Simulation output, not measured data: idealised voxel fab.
The document below concerns the process module designated voxel transistor to metal.
For reference, the cross-section in this document is cut, with width 150 nm and square cells of 5 nm.
In this document a cross-section is written as a grid of square cells. It is given as a series of bands, listed from the top down, and a band is one or more rows of cells. Top, bottom (nm), then materials left to right with widths (nm); lone material tagged "edge to edge" fills the whole band edge to edge; "empty" = empty space. Heights from 0 (as-received wafer is one material below). Bottom band endless downward, as "0 and below". When a width is written as two numbers, as in "30 to 40", the first number is the width in the top row of cells of the band and the second is the width in its bottom row, and the width changes by the same amount from each row to the next. Take "left unchanged" at face value: in the step it is given for, the cross-section changed in none of its cells. Reported under the label "Enclosed empty spaces" are the empty spaces having no open way to the top and comprising 8 cells or more; the notation for each is width x height at distance, in which the distance is measured from the left edge and all three values are in nm. It should be noted that, on the line of a given step, the content following the step's settings is a remark produced by the simulator itself with respect to that step. The "overlay nm" setting may appear on a step's line; for a step that uses a mask, it gives how far to the right of its planned position the mask lay, and a negative value indicates the left.

List of planned process steps:
1: RECEIVE with material Si
2: OXIDIZE with depth nm 5
3: CONFORMAL_DEP with material SiN, thk nm 15
4: DIRECTIONAL_DEP with material aC, thk nm 10
5: PATTERN with tone cover, mask id ACTIVE, material resist, width nm 105, thk nm 25, overlay nm 0
6: DIRECTIONAL_ETCH with etch materials aC, depth nm 10
7: STRIP with etch materials resist
8: DIRECTIONAL_ETCH with etch materials SiN, depth nm 15
9: DIRECTIONAL_ETCH with etch materials SiO2, depth nm 5
10: DIRECTIONAL_ETCH with etch materials Si, depth nm 30
11: STRIP with etch materials aC
12: FILL_DEP with material SiO2, thk nm 10
13: CMP with height nm 15
14: SELECTIVE_ETCH with etch materials SiO2, depth nm 15
15: STRIP with etch materials SiN
16: SELECTIVE_ETCH with etch materials SiO2, depth nm 5
17: OXIDIZE with depth nm 5
18: DIRECTIONAL_DEP with material polySi, thk nm 30
19: DIRECTIONAL_DEP with material SiCN, thk nm 15
20: DIRECTIONAL_DEP with material aC, thk nm 10
21: PATTERN with tone cover, mask id GATE, material resist, width nm 25, thk nm 25, overlay nm 0
22: DIRECTIONAL_ETCH with etch materials aC, depth nm 10
23: STRIP with etch materials resist
24: DIRECTIONAL_ETCH with etch materials SiCN, depth nm 25
25: DIRECTIONAL_ETCH with etch materials polySi, depth nm 40
26: STRIP with etch materials aC
27: CONFORMAL_DEP with material SiN, thk nm 10
28: DIRECTIONAL_ETCH with etch materials SiN, depth nm 10
29: DIRECTIONAL_ETCH with etch materials SiO2, depth nm 5
30: DIRECTIONAL_ETCH with etch materials Si, depth nm 10
31: EPI with material pSi, thk nm 10
32: FILL_DEP with material SiO2, thk nm 5
33: CMP with height nm 25
34: STRIP with etch materials polySi
35: SELECTIVE_ETCH with etch materials SiO2, depth nm 5
36: CONFORMAL_DEP with material HfO2, thk nm 5
37: CONFORMAL_DEP with material TiN, thk nm 5
38: FILL_DEP with material W, thk nm 5
39: CMP with height nm 20
40: DIRECTIONAL_DEP with material SiO2, thk nm 15
41: MASKED_ETCH with tone open, mask id CONTACT, width nm 20, pitch nm 75, etch materials SiO2, depth nm 45, overlay nm 0
42: CONFORMAL_DEP with material TiN, thk nm 5
43: FILL_DEP with material W, thk nm 5
44: CMP with height nm 35
45: DIRECTIONAL_DEP with material TiN, thk nm 5
46: DIRECTIONAL_DEP with material W, thk nm 20
47: MASKED_ETCH with tone cover, mask id METAL_1, width nm 20, pitch nm 75, etch materials W, depth nm 20, overlay nm 0
48: MASKED_ETCH with tone cover, mask id METAL_1, width nm 15, pitch nm 75, etch materials TiN, depth nm 5, overlay nm 0
49: CONFORMAL_DEP with material SiCN, thk nm 5
50: FILL_DEP with material SiO2, thk nm 5
51: CMP with height nm 60
52: CONFORMAL_DEP with material SiCN, thk nm 5
What sets these wafers apart? The width nm at step 48. They all start alike, and the plan carries the first wafer's value.

The first of several wafers as received, shown in cross-section; this is its state after step 1:
    0 and below | Si edge to edge
    Enclosed empty spaces: none

First wafer of several, cross-section, module end, after step 52 (last):
    65 down to 60 | SiCN edge to edge
    60 down to 40 | SiO2 (20)  SiCN (5)  W (20)  SiCN (5)  SiO2 (45)  SiCN (5)  W (20)  SiCN (5)  SiO2 (25)
    40 down to 35 | SiCN (25)  TiN (20)  SiCN (55)  TiN (20)  SiCN (30)
    35 down to 20 | SiO2 (25)  TiN (5)  W (10)  TiN (5)  SiO2 (55)  TiN (5)  W (10)  TiN (5)  SiO2 (30)
    20 down to 5 | SiO2 (25)  TiN (5)  W (10)  TiN (5)  SiO2 (5)  SiN (10)  HfO2 (5)  TiN (5)  W (5)  TiN (5)  HfO2 (5)  SiN (10)  SiO2 (5)  TiN (5)  W (10)  TiN (5)  SiO2 (30)
    5 down to 0 | SiO2 (25)  TiN (5)  W (5)  TiN (10)  SiO2 (5)  SiN (10)  HfO2 (5)  TiN (5)  W (5)  TiN (5)  HfO2 (5)  SiN (10)  SiO2 (5)  TiN (10)  W (5)  TiN (5)  SiO2 (30)
    0 down to -5 | SiO2 (25)  TiN (5)  W (5)  TiN (5)  pSi (10)  SiN (10)  HfO2 (5)  TiN (15)  HfO2 (5)  SiN (10)  pSi (10)  TiN (5)  W (5)  TiN (5)  SiO2 (30)
    -5 down to -10 | SiO2 (25)  TiN (15)  pSi (10)  SiO2 (5)  HfO2 (35)  SiO2 (5)  pSi (10)  TiN (15)  SiO2 (30)
    -10 down to -20 | SiO2 (20)  pSi (30)  Si (45)  pSi (30)  SiO2 (25)
    -20 down to -35 | SiO2 (20)  Si (105)  SiO2 (25)
    -35 and below | Si edge to edge
    Enclosed empty spaces: none

Cross-section, module end, final of several wafers:
    65 down to 60 | SiCN edge to edge
    60 down to 45 | SiO2 (20)  SiCN (5)  W (20)  SiCN (5)  SiO2 (45)  SiCN (5)  W (20)  SiCN (5)  SiO2 (25)
    45 down to 40 | SiO2 (15)  SiCN (10)  W (20)  SiCN (15)  SiO2 (30)  SiCN (10)  W (20)  SiCN (15)  SiO2 (15)
    40 down to 35 | SiCN (20)  TiN (35)  SiCN (40)  TiN (35)  SiCN (20)
    35 down to 20 | SiO2 (25)  TiN (5)  W (10)  TiN (5)  SiO2 (55)  TiN (5)  W (10)  TiN (5)  SiO2 (30)
    20 down to 5 | SiO2 (25)  TiN (5)  W (10)  TiN (5)  SiO2 (5)  SiN (10)  HfO2 (5)  TiN (5)  W (5)  TiN (5)  HfO2 (5)  SiN (10)  SiO2 (5)  TiN (5)  W (10)  TiN (5)  SiO2 (30)
    5 down to 0 | SiO2 (25)  TiN (5)  W (5)  TiN (10)  SiO2 (5)  SiN (10)  HfO2 (5)  TiN (5)  W (5)  TiN (5)  HfO2 (5)  SiN (10)  SiO2 (5)  TiN (10)  W (5)  TiN (5)  SiO2 (30)
    0 down to -5 | SiO2 (25)  TiN (5)  W (5)  TiN (5)  pSi (10)  SiN (10)  HfO2 (5)  TiN (15)  HfO2 (5)  SiN (10)  pSi (10)  TiN (5)  W (5)  TiN (5)  SiO2 (30)
    -5 down to -10 | SiO2 (25)  TiN (15)  pSi (10)  SiO2 (5)  HfO2 (35)  SiO2 (5)  pSi (10)  TiN (15)  SiO2 (30)
    -10 down to -20 | SiO2 (20)  pSi (30)  Si (45)  pSi (30)  SiO2 (25)
    -20 down to -35 | SiO2 (20)  Si (105)  SiO2 (25)
    -35 and below | Si edge to edge
    Enclosed empty spaces: none

Where each wafer stands at the end of the module, a row apiece: cells of each material gained (+) or lost (-) since it was received, then closed voids:
width nm 15; +17 HfO2; -129 Si; +68 SiCN; +20 SiN; +259 SiO2; +59 TiN; +64 W; +32 pSi; Enclosed empty spaces: none
width nm 20; +17 HfO2; -129 Si; +68 SiCN; +20 SiN; +259 SiO2; +59 TiN; +64 W; +32 pSi; Enclosed empty spaces: none
width nm 25; +17 HfO2; -129 Si; +68 SiCN; +20 SiN; +257 SiO2; +61 TiN; +64 W; +32 pSi; Enclosed empty spaces: none
width nm 30; +17 HfO2; -129 Si; +68 SiCN; +20 SiN; +255 SiO2; +63 TiN; +64 W; +32 pSi; Enclosed empty spaces: none
width nm 35; +17 HfO2; -129 Si; +68 SiCN; +20 SiN; +253 SiO2; +65 TiN; +64 W; +32 pSi; Enclosed empty spaces: none
